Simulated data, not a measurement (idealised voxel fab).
Process module heading - voxel wiring stack
Shown is cross-section cut, with a width of 250 nm and square cells of size 5 nm.
The cross-sections in this document take the form of a grid made of square cells. They are written out as bands, in order from top to bottom. Each band consists of one or more rows of cells.
Basically the band line says how high the top is and how high the bottom is, in nm, and then what's in it from left to right, every material with its width in nm. Empty space shows up as "blank", and if a single material carries "edge to edge" it runs the full band edge to edge.
Basically, 0 is our baseline, since under it the wafer straight out of the box is all one material. The bottom band has no lower end and keeps on going down, so it looks like "0 and below".
The width entry "30->40" should be interpreted row by row: the top row of cells in the band takes the first number, the bottom row takes the second number, and the change between adjacent rows is uniform throughout.
You'll sometimes find "remains unaltered" written for a step, and that's the way of saying that nowhere in the cross-section did a cell change during that step.
Voids not open to the top, 8 cells minimum: see "Closed void inventory". Written width x height at distance; distance is from the left edge; nm.
Where a step's line continues beyond its settings, the continuation is a remark by the simulator itself on that step.
Each step line may optionally specify "overlay nm", which for a step with a mask gives the rightward distance between the mask's planned place and where it lay, a negative value indicating the leftward direction.
If you're wondering how to read the rest of this, here's the deal. It's pairs of cross-sections: one from before a process step, one from after it. The after one is only drawn as far down as the lowest band that changed. Right under each pair you'll see which step sits between them and what its settings were. Don't read the pairs as one continuous story, though. They can come from different runs of this module on the same starting wafer, and a pair only carries on from the one above it where its entry headed "State before" says so.

## State before
    115 down to 80 = 75 resist, 20 blank, 20 resist, 20 blank, 20 resist, 20 blank, 75 resist
    80 down to 65 = aC edge to edge
    65 down to 50 = SiO2 edge to edge
    50 down to 45 = SiCN edge to edge
    45 down to 35 = 75 SiO2, 5 TiN, 5 Cu, 5 TiN, 25 SiO2, 5 TiN, 5 Cu, 5 TiN, 25 SiO2, 5 TiN, 5 Cu, 5 TiN, 80 SiO2
    35 down to 30 = 75 SiCN, 15 TiN, 25 SiCN, 15 TiN, 25 SiCN, 15 TiN, 80 SiCN
    30 down to 25 = 80 TiN, 10 W, 30 TiN, 10 W, 30 TiN, 10 W, 80 TiN
    25 down to 15 = 75 lowk, 5 TiN, 10 W, 5 TiN, 20 lowk, 5 TiN, 10 W, 5 TiN, 20 lowk, 5 TiN, 10 W, 5 TiN, 75 lowk
    15 down to 10 = 75 lowk, 20 TiN, 20 lowk, 20 TiN, 20 lowk, 20 TiN, 75 lowk
    10 down to 0 = SiO2 edge to edge
    0 and below = Si edge to edge
    Closed void inventory: none

## Sectional Result
    100 down to 80 = 75 resist, 20 blank, 20 resist, 20 blank, 20 resist, 20 blank, 75 resist
    80 down to 65 = 75 aC, 20 blank, 20 aC, 20 blank, 20 aC, 20 blank, 75 aC
    No changes below 65.
    Closed void inventory: none
Operation between the pre and post cross-sections above: DIRECTIONAL_ETCH with etch materials aC, depth nm 15

State before: nothing new to draw here, it's the after view of the pair just above.

## Sectional Result
    80 down to 65 = 75 aC, 20 blank, 20 aC, 20 blank, 20 aC, 20 blank, 75 aC
    No changes below 65.
    Closed void inventory: none
Operation between the pre and post cross-sections above: STRIP with etch materials resist

State before: nothing new to draw here, it's the after view of the pair just above.

## Sectional Result
    80 down to 65 = 75 aC, 20 blank, 20 aC, 20 blank, 20 aC, 20 blank, 75 aC
    65 down to 50 = 75 SiO2, 20 blank, 20 SiO2, 20 blank, 20 SiO2, 20 blank, 75 SiO2
    No changes below 50.
    Closed void inventory: none
Operation between the pre and post cross-sections above: DIRECTIONAL_ETCH with etch materials SiO2, depth nm 15

State before: nothing new to draw here, it's the after view of the pair just above.

## Sectional Result
    80 down to 65 = 75 aC, 20 blank, 20 aC, 20 blank, 20 aC, 20 blank, 75 aC
    65 down to 50 = 75 SiO2, 20 blank, 20 SiO2, 20 blank, 20 SiO2, 20 blank, 75 SiO2
    50 down to 45 = 75 SiCN, 20 blank, 20 SiCN, 20 blank, 20 SiCN, 20 blank, 75 SiCN
    No changes below 45.
    Closed void inventory: none
Operation between the pre and post cross-sections above: DIRECTIONAL_ETCH with etch materials SiCN, depth nm 5

State before: nothing new to draw here, it's the after view of the pair just above.

## Sectional Result
    65 down to 50 = 75 SiO2, 20 blank, 20 SiO2, 20 blank, 20 SiO2, 20 blank, 75 SiO2
    No changes below 50.
    Closed void inventory: none
Operation between the pre and post cross-sections above: STRIP with etch materials aC

State before: nothing new to draw here, it's the after view of the pair just above.

## Sectional Result
    70 down to 65 = 80 TiN, 10 blank, 30 TiN, 10 blank, 30 TiN, 10 blank, 80 TiN
    65 down to 50 = 75 SiO2, 5 TiN, 10 blank, 5 TiN, 20 SiO2, 5 TiN, 10 blank, 5 TiN, 20 SiO2, 5 TiN, 10 blank, 5 TiN, 75 SiO2
    50 down to 45 = 75 SiCN, 20 TiN, 20 SiCN, 20 TiN, 20 SiCN, 20 TiN, 75 SiCN
    No changes below 45.
    Closed void inventory: none
Operation between the pre and post cross-sections above: CONFORMAL_DEP with material TiN, thk nm 5

State before: nothing new to draw here, it's the after view of the pair just above.

## Sectional Result
    75 down to 70 = Ru edge to edge
    70 down to 65 = 80 TiN, 10 Ru, 30 TiN, 10 Ru, 30 TiN, 10 Ru, 80 TiN
    65 down to 50 = 75 SiO2, 5 TiN, 10 Ru, 5 TiN, 20 SiO2, 5 TiN, 10 Ru, 5 TiN, 20 SiO2, 5 TiN, 10 Ru, 5 TiN, 75 SiO2
    No changes below 50.
    Closed void inventory: none
Operation between the pre and post cross-sections above: FILL_DEP with material Ru, thk nm 5

State before: nothing new to draw here, it's the after view of the pair just above.

## Sectional Result
    65 down to 50 = 75 SiO2, 5 TiN, 10 Ru, 5 TiN, 20 SiO2, 5 TiN, 10 Ru, 5 TiN, 20 SiO2, 5 TiN, 10 Ru, 5 TiN, 75 SiO2
    No changes below 50.
    Closed void inventory: none
Operation between the pre and post cross-sections above: CMP with height nm 65

State before: nothing new to draw here, it's the after view of the pair just above.

## Sectional Result
    70 down to 65 = SiCN edge to edge
    No changes below 65.
    Closed void inventory: none
Operation between the pre and post cross-sections above: CONFORMAL_DEP with material SiCN, thk nm 5

State before: nothing new to draw here, it's the after view of the pair just above.

## Sectional Result
    105 down to 70 = lowk edge to edge
    No changes below 70.
    Closed void inventory: none
Operation between the pre and post cross-sections above: DIRECTIONAL_DEP with material lowk, thk nm 35

State before: nothing new to draw here, it's the after view of the pair just above.

## Sectional Result
    115 down to 105 = aC edge to edge
    No changes below 105.
    Closed void inventory: none
Operation between the pre and post cross-sections above: DIRECTIONAL_DEP with material aC, thk nm 10

State before: nothing new to draw here, it's the after view of the pair just above.

## Sectional Result
    140 down to 115 = 75 resist, 15 blank, 25 resist, 15 blank, 25 resist, 15 blank, 80 resist
    No changes below 115.
    Closed void inventory: none
Operation between the pre and post cross-sections above: PATTERN with tone open, mask id METAL_3_HOLES, material resist, width nm 15, pitch nm 40, thk nm 25, overlay nm 0

State before: nothing new to draw here, it's the after view of the pair just above.

## Sectional Result
    130 down to 115 = 75 resist, 15 blank, 25 resist, 15 blank, 25 resist, 15 blank, 80 resist
    115 down to 105 = 75 aC, 15 blank, 25 aC, 15 blank, 25 aC, 15 blank, 80 aC
    No changes below 105.
    Closed void inventory: none
Operation between the pre and post cross-sections above: DIRECTIONAL_ETCH with etch materials aC, depth nm 10

State before: nothing new to draw here, it's the after view of the pair just above.

## Sectional Result
    115 down to 105 = 75 aC, 15 blank, 25 aC, 15 blank, 25 aC, 15 blank, 80 aC
    No changes below 105.
    Closed void inventory: none
Operation between the pre and post cross-sections above: STRIP with etch materials resist

State before: nothing new to draw here, it's the after view of the pair just above.

## Sectional Result
    115 down to 105 = 75 aC, 15 blank, 25 aC, 15 blank, 25 aC, 15 blank, 80 aC
    105 down to 70 = 75 lowk, 15 blank, 25 lowk, 15 blank, 25 lowk, 15 blank, 80 lowk
    No changes below 70.
    Closed void inventory: none
Operation between the pre and post cross-sections above: DIRECTIONAL_ETCH with etch materials lowk, depth nm 35

State before: nothing new to draw here, it's the after view of the pair just above.

## Sectional Result
    105 down to 70 = 75 lowk, 15 blank, 25 lowk, 15 blank, 25 lowk, 15 blank, 80 lowk
    No changes below 70.
    Closed void inventory: none
Operation between the pre and post cross-sections above: STRIP with etch materials aC

State before: nothing new to draw here, it's the after view of the pair just above.

## Sectional Result
    125 down to 105 = 75 resist, 20 blank, 20 resist, 20 blank, 20 resist, 20 blank, 75 resist
    No changes below 105.
    Closed void inventory: none
Operation between the pre and post cross-sections above: PATTERN with tone open, mask id METAL_3, material resist, width nm 20, pitch nm 40, thk nm 20, overlay nm 0

State before: nothing new to draw here, it's the after view of the pair just above.

## Sectional Result
    125 down to 105 = 75 resist, 20 blank, 20 resist, 20 blank, 20 resist, 20 blank, 75 resist
    105 down to 85 = 75 lowk, 20 blank, 20 lowk, 20 blank, 20 lowk, 20 blank, 75 lowk
    No changes below 85.
    Closed void inventory: none
Operation between the pre and post cross-sections above: DIRECTIONAL_ETCH with etch materials lowk, depth nm 20

State before: nothing new to draw here, it's the after view of the pair just above.

## Sectional Result
    125 down to 105 = 75 resist, 20 blank, 20 resist, 20 blank, 20 resist, 20 blank, 75 resist
    105 down to 85 = 75 lowk, 20 blank, 20 lowk, 20 blank, 20 lowk, 20 blank, 75 lowk
    85 down to 70 = 75 lowk, 15 blank, 25 lowk, 15 blank, 25 lowk, 15 blank, 80 lowk
    70 down to 65 = 75 SiCN, 15 blank, 25 SiCN, 15 blank, 25 SiCN, 15 blank, 80 SiCN
    No changes below 65.
    Closed void inventory: none
Operation between the pre and post cross-sections above: DIRECTIONAL_ETCH with etch materials SiCN, depth nm 5

State before: nothing new to draw here, it's the after view of the pair just above.

## Sectional Result
    105 down to 85 = 75 lowk, 20 blank, 20 lowk, 20 blank, 20 lowk, 20 blank, 75 lowk
    No changes below 85.
    Closed void inventory: none
Operation between the pre and post cross-sections above: STRIP with etch materials resist

State before: nothing new to draw here, it's the after view of the pair just above.

## Sectional Result
    110 down to 105 = 80 TiN, 10 blank, 30 TiN, 10 blank, 30 TiN, 10 blank, 80 TiN
    105 down to 90 = 75 lowk, 5 TiN, 10 blank, 5 TiN, 20 lowk, 5 TiN, 10 blank, 5 TiN, 20 lowk, 5 TiN, 10 blank, 5 TiN, 75 lowk
    90 down to 85 = 75 lowk, 5 TiN, 5 blank, 10 TiN, 20 lowk, 5 TiN, 5 blank, 10 TiN, 20 lowk, 5 TiN, 5 blank, 10 TiN, 75 lowk
    85 down to 70 = 75 lowk, 5 TiN, 5 blank, 5 TiN, 25 lowk, 5 TiN, 5 blank, 5 TiN, 25 lowk, 5 TiN, 5 blank, 5 TiN, 80 lowk
    70 down to 65 = 75 SiCN, 15 TiN, 25 SiCN, 15 TiN, 25 SiCN, 15 TiN, 80 SiCN
    No changes below 65.
    Closed void inventory: none
Operation between the pre and post cross-sections above: CONFORMAL_DEP with material TiN, thk nm 5

State before: nothing new to draw here, it's the after view of the pair just above.

## Sectional Result
    115 down to 110 = Cu edge to edge
    110 down to 105 = 80 TiN, 10 Cu, 30 TiN, 10 Cu, 30 TiN, 10 Cu, 80 TiN
    105 down to 90 = 75 lowk, 5 TiN, 10 Cu, 5 TiN, 20 lowk, 5 TiN, 10 Cu, 5 TiN, 20 lowk, 5 TiN, 10 Cu, 5 TiN, 75 lowk
    90 down to 85 = 75 lowk, 5 TiN, 5 Cu, 10 TiN, 20 lowk, 5 TiN, 5 Cu, 10 TiN, 20 lowk, 5 TiN, 5 Cu, 10 TiN, 75 lowk
    85 down to 70 = 75 lowk, 5 TiN, 5 Cu, 5 TiN, 25 lowk, 5 TiN, 5 Cu, 5 TiN, 25 lowk, 5 TiN, 5 Cu, 5 TiN, 80 lowk
    No changes below 70.
    Closed void inventory: none
Operation between the pre and post cross-sections above: FILL_DEP with material Cu, thk nm 5

State before: nothing new to draw here, it's the after view of the pair just above.

## Sectional Result
    105 down to 90 = 75 lowk, 5 TiN, 10 Cu, 5 TiN, 20 lowk, 5 TiN, 10 Cu, 5 TiN, 20 lowk, 5 TiN, 10 Cu, 5 TiN, 75 lowk
    No changes below 90.
    Closed void inventory: none
Operation between the pre and post cross-sections above: CMP with height nm 105

State before: nothing new to draw here, it's the after view of the pair just above.

## Sectional Result
    110 down to 105 = SiN edge to edge
    No changes below 105.
    Closed void inventory: none
Operation between the pre and post cross-sections above: CONFORMAL_DEP with material SiN, thk nm 5

## State before
    105 down to 70 = lowk edge to edge
    70 down to 65 = SiCN edge to edge
    65 down to 50 = 75 SiO2, 5 TiN, 10 Ru, 5 TiN, 20 SiO2, 5 TiN, 10 Ru, 5 TiN, 20 SiO2, 5 TiN, 10 Ru, 5 TiN, 75 SiO2
    50 down to 45 = 75 SiCN, 20 TiN, 20 SiCN, 20 TiN, 20 SiCN, 20 TiN, 75 SiCN
    45 down to 35 = 75 SiO2, 5 TiN, 5 Cu, 5 TiN, 25 SiO2, 5 TiN, 5 Cu, 5 TiN, 25 SiO2, 5 TiN, 5 Cu, 5 TiN, 80 SiO2
    35 down to 30 = 75 SiCN, 15 TiN, 25 SiCN, 15 TiN, 25 SiCN, 15 TiN, 80 SiCN
    30 down to 15 = 75 lowk, 5 TiN, 10 W, 5 TiN, 20 lowk, 5 TiN, 10 W, 5 TiN, 20 lowk, 5 TiN, 10 W, 5 TiN, 75 lowk
    15 down to 10 = 75 SiCN, 20 TiN, 20 SiCN, 20 TiN, 20 SiCN, 20 TiN, 75 SiCN
    10 down to 0 = SiO2 edge to edge
    0 and below = Si edge to edge
    Closed void inventory: none

## Sectional Result
    140 down to 70 = lowk edge to edge
    No changes below 70.
    Closed void inventory: none
Operation between the pre and post cross-sections above: DIRECTIONAL_DEP with material lowk, thk nm 35

State before: nothing new to draw here, it's the after view of the pair just above.

## Sectional Result
    150 down to 140 = aC edge to edge
    No changes below 140.
    Closed void inventory: none
Operation between the pre and post cross-sections above: DIRECTIONAL_DEP with material aC, thk nm 10

State before: nothing new to draw here, it's the after view of the pair just above.

## Sectional Result
    175 down to 150 = 75 resist, 15 blank, 25 resist, 15 blank, 25 resist, 15 blank, 80 resist
    No changes below 150.
    Closed void inventory: none
Operation between the pre and post cross-sections above: PATTERN with tone open, mask id METAL_3_HOLES, material resist, width nm 15, pitch nm 40, thk nm 25, overlay nm 0

State before: nothing new to draw here, it's the after view of the pair just above.

## Sectional Result
    165 down to 150 = 75 resist, 15 blank, 25 resist, 15 blank, 25 resist, 15 blank, 80 resist
    150 down to 140 = 75 aC, 15 blank, 25 aC, 15 blank, 25 aC, 15 blank, 80 aC
    No changes below 140.
    Closed void inventory: none
Operation between the pre and post cross-sections above: DIRECTIONAL_ETCH with etch materials aC, depth nm 10

State before: nothing new to draw here, it's the after view of the pair just above.

## Sectional Result
    150 down to 140 = 75 aC, 15 blank, 25 aC, 15 blank, 25 aC, 15 blank, 80 aC
    No changes below 140.
    Closed void inventory: none
Operation between the pre and post cross-sections above: STRIP with etch materials resist

State before: nothing new to draw here, it's the after view of the pair just above.

## Sectional Result
    150 down to 140 = 75 aC, 15 blank, 25 aC, 15 blank, 25 aC, 15 blank, 80 aC
    140 down to 105 = 75 lowk, 15 blank, 25 lowk, 15 blank, 25 lowk, 15 blank, 80 lowk
    No changes below 105.
    Closed void inventory: none
Operation between the pre and post cross-sections above: DIRECTIONAL_ETCH with etch materials lowk, depth nm 35

State before: nothing new to draw here, it's the after view of the pair just above.

## Sectional Result
    140 down to 105 = 75 lowk, 15 blank, 25 lowk, 15 blank, 25 lowk, 15 blank, 80 lowk
    No changes below 105.
    Closed void inventory: none
Operation between the pre and post cross-sections above: STRIP with etch materials aC

State before: nothing new to draw here, it's the after view of the pair just above.

## Sectional Result
    160 down to 140 = 75 resist, 20 blank, 20 resist, 20 blank, 20 resist, 20 blank, 75 resist
    No changes below 140.
    Closed void inventory: none
Operation between the pre and post cross-sections above: PATTERN with tone open, mask id METAL_3, material resist, width nm 20, pitch nm 40, thk nm 20, overlay nm 0

State before: nothing new to draw here, it's the after view of the pair just above.

## Sectional Result
    160 down to 140 = 75 resist, 20 blank, 20 resist, 20 blank, 20 resist, 20 blank, 75 resist
    140 down to 120 = 75 lowk, 20 blank, 20 lowk, 20 blank, 20 lowk, 20 blank, 75 lowk
    120 down to 85 = 75 lowk, 15 blank, 25 lowk, 15 blank, 25 lowk, 15 blank, 80 lowk
    No changes below 85.
    Closed void inventory: none
Operation between the pre and post cross-sections above: DIRECTIONAL_ETCH with etch materials lowk, depth nm 20

State before: nothing new to draw here, it's the after view of the pair just above.

## Sectional Result
    140 down to 120 = 75 lowk, 20 blank, 20 lowk, 20 blank, 20 lowk, 20 blank, 75 lowk
    No changes below 120.
    Closed void inventory: none
Operation between the pre and post cross-sections above: STRIP with etch materials resist

State before: nothing new to draw here, it's the after view of the pair just above.

## Sectional Result
    145 down to 140 = 80 TiN, 10 blank, 30 TiN, 10 blank, 30 TiN, 10 blank, 80 TiN
    140 down to 125 = 75 lowk, 5 TiN, 10 blank, 5 TiN, 20 lowk, 5 TiN, 10 blank, 5 TiN, 20 lowk, 5 TiN, 10 blank, 5 TiN, 75 lowk
    125 down to 120 = 75 lowk, 5 TiN, 5 blank, 10 TiN, 20 lowk, 5 TiN, 5 blank, 10 TiN, 20 lowk, 5 TiN, 5 blank, 10 TiN, 75 lowk
    120 down to 90 = 75 lowk, 5 TiN, 5 blank, 5 TiN, 25 lowk, 5 TiN, 5 blank, 5 TiN, 25 lowk, 5 TiN, 5 blank, 5 TiN, 80 lowk
    90 down to 85 = 75 lowk, 15 TiN, 25 lowk, 15 TiN, 25 lowk, 15 TiN, 80 lowk
    No changes below 85.
    Closed void inventory: none
Operation between the pre and post cross-sections above: CONFORMAL_DEP with material TiN, thk nm 5

State before: nothing new to draw here, it's the after view of the pair just above.

## Sectional Result
    150 down to 145 = Cu edge to edge
    145 down to 140 = 80 TiN, 10 Cu, 30 TiN, 10 Cu, 30 TiN, 10 Cu, 80 TiN
    140 down to 125 = 75 lowk, 5 TiN, 10 Cu, 5 TiN, 20 lowk, 5 TiN, 10 Cu, 5 TiN, 20 lowk, 5 TiN, 10 Cu, 5 TiN, 75 lowk
    125 down to 120 = 75 lowk, 5 TiN, 5 Cu, 10 TiN, 20 lowk, 5 TiN, 5 Cu, 10 TiN, 20 lowk, 5 TiN, 5 Cu, 10 TiN, 75 lowk
    120 down to 90 = 75 lowk, 5 TiN, 5 Cu, 5 TiN, 25 lowk, 5 TiN, 5 Cu, 5 TiN, 25 lowk, 5 TiN, 5 Cu, 5 TiN, 80 lowk
    No changes below 90.
    Closed void inventory: none
Operation between the pre and post cross-sections above: FILL_DEP with material Cu, thk nm 5

State before: nothing new to draw here, it's the after view of the pair just above.

## Sectional Result
    105 down to 90 = 75 lowk, 5 TiN, 5 Cu, 5 TiN, 25 lowk, 5 TiN, 5 Cu, 5 TiN, 25 lowk, 5 TiN, 5 Cu, 5 TiN, 80 lowk
    No changes below 90.
    Closed void inventory: none
Operation between the pre and post cross-sections above: CMP with height nm 105

State before: nothing new to draw here, it's the after view of the pair just above.

## Sectional Result
    110 down to 105 = SiN edge to edge
    No changes below 105.
    Closed void inventory: none
Operation between the pre and post cross-sections above: CONFORMAL_DEP with material SiN, thk nm 5

## State before
    0 and below = Si edge to edge
    Closed void inventory: none

## Sectional Result
    5 down to 0 = SiCN edge to edge
    No changes below 0.
    Closed void inventory: none
Operation between the pre and post cross-sections above: CONFORMAL_DEP with material SiCN, thk nm 5

State before: nothing new to draw here, it's the after view of the pair just above.

## Sectional Result
    15 down to 5 = SiO2 edge to edge
    No changes below 5.
    Closed void inventory: none
Operation between the pre and post cross-sections above: CONFORMAL_DEP with material SiO2, thk nm 10

State before: nothing new to draw here, it's the after view of the pair just above.

## Sectional Result
    30 down to 15 = lowk edge to edge
    No changes below 15.
    Closed void inventory: none
Operation between the pre and post cross-sections above: DIRECTIONAL_DEP with material lowk, thk nm 15

State before: nothing new to draw here, it's the after view of the pair just above.

## Sectional Result
    45 down to 30 = aC edge to edge
    No changes below 30.
    Closed void inventory: none
Operation between the pre and post cross-sections above: DIRECTIONAL_DEP with material aC, thk nm 15

State before: nothing new to draw here, it's the after view of the pair just above.

## Sectional Result
    80 down to 45 = 75 resist, 20 blank, 20 resist, 20 blank, 20 resist, 20 blank, 75 resist
    No changes below 45.
    Closed void inventory: none
Operation between the pre and post cross-sections above: PATTERN with tone open, mask id METAL_1, material resist, width nm 20, pitch nm 40, thk nm 35, overlay nm 0

State before: nothing new to draw here, it's the after view of the pair just above.

## Sectional Result
    65 down to 45 = 75 resist, 20 blank, 20 resist, 20 blank, 20 resist, 20 blank, 75 resist
    45 down to 30 = 75 aC, 20 blank, 20 aC, 20 blank, 20 aC, 20 blank, 75 aC
    No changes below 30.
    Closed void inventory: none
Operation between the pre and post cross-sections above: DIRECTIONAL_ETCH with etch materials aC, depth nm 15

State before: nothing new to draw here, it's the after view of the pair just above.

## Sectional Result
    45 down to 30 = 75 aC, 20 blank, 20 aC, 20 blank, 20 aC, 20 blank, 75 aC
    No changes below 30.
    Closed void inventory: none
Operation between the pre and post cross-sections above: STRIP with etch materials resist

State before: nothing new to draw here, it's the after view of the pair just above.

## Sectional Result
    45 down to 30 = 75 aC, 20 blank, 20 aC, 20 blank, 20 aC, 20 blank, 75 aC
    30 down to 15 = 75 lowk, 20 blank, 20 lowk, 20 blank, 20 lowk, 20 blank, 75 lowk
    No changes below 15.
    Closed void inventory: none
Operation between the pre and post cross-sections above: DIRECTIONAL_ETCH with etch materials lowk, depth nm 15

State before: nothing new to draw here, it's the after view of the pair just above.

## Sectional Result
    30 down to 15 = 75 lowk, 20 blank, 20 lowk, 20 blank, 20 lowk, 20 blank, 75 lowk
    No changes below 15.
    Closed void inventory: none
Operation between the pre and post cross-sections above: STRIP with etch materials aC

State before: nothing new to draw here, it's the after view of the pair just above.

## Sectional Result
    35 down to 30 = 80 TiN, 10 blank, 30 TiN, 10 blank, 30 TiN, 10 blank, 80 TiN
    30 down to 20 = 75 lowk, 5 TiN, 10 blank, 5 TiN, 20 lowk, 5 TiN, 10 blank, 5 TiN, 20 lowk, 5 TiN, 10 blank, 5 TiN, 75 lowk
    20 down to 15 = 75 lowk, 20 TiN, 20 lowk, 20 TiN, 20 lowk, 20 TiN, 75 lowk
    No changes below 15.
    Closed void inventory: none
Operation between the pre and post cross-sections above: CONFORMAL_DEP with material TiN, thk nm 5

State before: nothing new to draw here, it's the after view of the pair just above.

## Sectional Result
    40 down to 35 = W edge to edge
    35 down to 30 = 80 TiN, 10 W, 30 TiN, 10 W, 30 TiN, 10 W, 80 TiN
    30 down to 20 = 75 lowk, 5 TiN, 10 W, 5 TiN, 20 lowk, 5 TiN, 10 W, 5 TiN, 20 lowk, 5 TiN, 10 W, 5 TiN, 75 lowk
    No changes below 20.
    Closed void inventory: none
Operation between the pre and post cross-sections above: FILL_DEP with material W, thk nm 5

State before: nothing new to draw here, it's the after view of the pair just above.

## Sectional Result
    30 down to 20 = 75 lowk, 5 TiN, 10 W, 5 TiN, 20 lowk, 5 TiN, 10 W, 5 TiN, 20 lowk, 5 TiN, 10 W, 5 TiN, 75 lowk
    No changes below 20.
    Closed void inventory: none
Operation between the pre and post cross-sections above: CMP with height nm 30

State before: nothing new to draw here, it's the after view of the pair just above.

## Sectional Result
    35 down to 30 = SiCN edge to edge
    No changes below 30.
    Closed void inventory: none
Operation between the pre and post cross-sections above: CONFORMAL_DEP with material SiCN, thk nm 5

State before: nothing new to draw here, it's the after view of the pair just above.

## Sectional Result
    45 down to 35 = SiO2 edge to edge
    No changes below 35.
    Closed void inventory: none
Operation between the pre and post cross-sections above: DIRECTIONAL_DEP with material SiO2, thk nm 10

State before: nothing new to draw here, it's the after view of the pair just above.

## Sectional Result
    55 down to 45 = aC edge to edge
    No changes below 45.
    Closed void inventory: none
Operation between the pre and post cross-sections above: DIRECTIONAL_DEP with material aC, thk nm 10

State before: nothing new to draw here, it's the after view of the pair just above.

## Sectional Result
    85 down to 55 = 75 resist, 15 blank, 25 resist, 15 blank, 25 resist, 15 blank, 80 resist
    No changes below 55.
    Closed void inventory: none
Operation between the pre and post cross-sections above: PATTERN with tone open, mask id PLUG_1, material resist, width nm 15, pitch nm 40, thk nm 30, overlay nm 0

State before: nothing new to draw here, it's the after view of the pair just above.

## Sectional Result
    75 down to 55 = 75 resist, 15 blank, 25 resist, 15 blank, 25 resist, 15 blank, 80 resist
    55 down to 45 = 75 aC, 15 blank, 25 aC, 15 blank, 25 aC, 15 blank, 80 aC
    No changes below 45.
    Closed void inventory: none
Operation between the pre and post cross-sections above: DIRECTIONAL_ETCH with etch materials aC, depth nm 10

State before: nothing new to draw here, it's the after view of the pair just above.

## Sectional Result
    55 down to 45 = 75 aC, 15 blank, 25 aC, 15 blank, 25 aC, 15 blank, 80 aC
    No changes below 45.
    Closed void inventory: none
Operation between the pre and post cross-sections above: STRIP with etch materials resist

State before: nothing new to draw here, it's the after view of the pair just above.

## Sectional Result
    55 down to 45 = 75 aC, 15 blank, 25 aC, 15 blank, 25 aC, 15 blank, 80 aC
    45 down to 35 = 75 SiO2, 15 blank, 25 SiO2, 15 blank, 25 SiO2, 15 blank, 80 SiO2
    No changes below 35.
    Closed void inventory: none
Operation between the pre and post cross-sections above: DIRECTIONAL_ETCH with etch materials SiO2, depth nm 10

State before: nothing new to draw here, it's the after view of the pair just above.

## Sectional Result
    55 down to 45 = 75 aC, 15 blank, 25 aC, 15 blank, 25 aC, 15 blank, 80 aC
    45 down to 35 = 75 SiO2, 15 blank, 25 SiO2, 15 blank, 25 SiO2, 15 blank, 80 SiO2
    35 down to 30 = 75 SiCN, 15 blank, 25 SiCN, 15 blank, 25 SiCN, 15 blank, 80 SiCN
    No changes below 30.
    Closed void inventory: none
Operation between the pre and post cross-sections above: DIRECTIONAL_ETCH with etch materials SiCN, depth nm 5

State before: nothing new to draw here, it's the after view of the pair just above.

## Sectional Result
    45 down to 35 = 75 SiO2, 15 blank, 25 SiO2, 15 blank, 25 SiO2, 15 blank, 80 SiO2
    No changes below 35.
    Closed void inventory: none
Operation between the pre and post cross-sections above: STRIP with etch materials aC

State before: nothing new to draw here, it's the after view of the pair just above.

## Sectional Result
    50 down to 45 = 80 TiN, 5 blank, 35 TiN, 5 blank, 35 TiN, 5 blank, 85 TiN
    45 down to 35 = 75 SiO2, 5 TiN, 5 blank, 5 TiN, 25 SiO2, 5 TiN, 5 blank, 5 TiN, 25 SiO2, 5 TiN, 5 blank, 5 TiN, 80 SiO2
    35 down to 30 = 75 SiCN, 15 TiN, 25 SiCN, 15 TiN, 25 SiCN, 15 TiN, 80 SiCN
    No changes below 30.
    Closed void inventory: none
Operation between the pre and post cross-sections above: CONFORMAL_DEP with material TiN, thk nm 5

State before: nothing new to draw here, it's the after view of the pair just above.

## Sectional Result
    60 down to 50 = Cu edge to edge
    50 down to 45 = 80 TiN, 5 Cu, 35 TiN, 5 Cu, 35 TiN, 5 Cu, 85 TiN
    45 down to 35 = 75 SiO2, 5 TiN, 5 Cu, 5 TiN, 25 SiO2, 5 TiN, 5 Cu, 5 TiN, 25 SiO2, 5 TiN, 5 Cu, 5 TiN, 80 SiO2
    No changes below 35.
    Closed void inventory: none
Operation between the pre and post cross-sections above: FILL_DEP with material Cu, thk nm 10

State before: nothing new to draw here, it's the after view of the pair just above.

## Sectional Result
    45 down to 35 = 75 SiO2, 5 TiN, 5 Cu, 5 TiN, 25 SiO2, 5 TiN, 5 Cu, 5 TiN, 25 SiO2, 5 TiN, 5 Cu, 5 TiN, 80 SiO2
    No changes below 35.
    Closed void inventory: none
Operation between the pre and post cross-sections above: CMP with height nm 45

State before: nothing new to draw here, it's the after view of the pair just above.

## Sectional Result
    50 down to 45 = SiCN edge to edge
    No changes below 45.
    Closed void inventory: none
Operation between the pre and post cross-sections above: CONFORMAL_DEP with material SiCN, thk nm 5

State before: nothing new to draw here, it's the after view of the pair just above.

## Sectional Result
    65 down to 50 = SiO2 edge to edge
    No changes below 50.
    Closed void inventory: none
Operation between the pre and post cross-sections above: DIRECTIONAL_DEP with material SiO2, thk nm 15

State before: nothing new to draw here, it's the after view of the pair just above.

## Sectional Result
    80 down to 65 = aC edge to edge
    No changes below 65.
    Closed void inventory: none
Operation between the pre and post cross-sections above: DIRECTIONAL_DEP with material aC, thk nm 15

State before: nothing new to draw here, it's the after view of the pair just above.

## Sectional Result
    115 down to 80 = 75 resist, 20 blank, 20 resist, 20 blank, 20 resist, 20 blank, 75 resist
    No changes below 80.
    Closed void inventory: none
Operation between the pre and post cross-sections above: PATTERN with tone open, mask id METAL_2, material resist, width nm 20, pitch nm 40, thk nm 35, overlay nm 0

State before: nothing new to draw here, it's the after view of the pair just above.

## Sectional Result
    100 down to 80 = 75 resist, 20 blank, 20 resist, 20 blank, 20 resist, 20 blank, 75 resist
    80 down to 65 = 75 aC, 20 blank, 20 aC, 20 blank, 20 aC, 20 blank, 75 aC
    No changes below 65.
    Closed void inventory: none
Operation between the pre and post cross-sections above: DIRECTIONAL_ETCH with etch materials aC, depth nm 15

State before: nothing new to draw here, it's the after view of the pair just above.

## Sectional Result
    80 down to 65 = 75 aC, 20 blank, 20 aC, 20 blank, 20 aC, 20 blank, 75 aC
    No changes below 65.
    Closed void inventory: none
Operation between the pre and post cross-sections above: STRIP with etch materials resist

State before: nothing new to draw here, it's the after view of the pair just above.

## Sectional Result
    80 down to 65 = 75 aC, 20 blank, 20 aC, 20 blank, 20 aC, 20 blank, 75 aC
    65 down to 50 = 75 SiO2, 20 blank, 20 SiO2, 20 blank, 20 SiO2, 20 blank, 75 SiO2
    No changes below 50.
    Closed void inventory: none
Operation between the pre and post cross-sections above: DIRECTIONAL_ETCH with etch materials SiO2, depth nm 15

State before: nothing new to draw here, it's the after view of the pair just above.

## Sectional Result
    80 down to 65 = 75 aC, 20 blank, 20 aC, 20 blank, 20 aC, 20 blank, 75 aC
    65 down to 50 = 75 SiO2, 20 blank, 20 SiO2, 20 blank, 20 SiO2, 20 blank, 75 SiO2
    50 down to 45 = 75 SiCN, 20 blank, 20 SiCN, 20 blank, 20 SiCN, 20 blank, 75 SiCN
    No changes below 45.
    Closed void inventory: none
Operation between the pre and post cross-sections above: DIRECTIONAL_ETCH with etch materials SiCN, depth nm 5
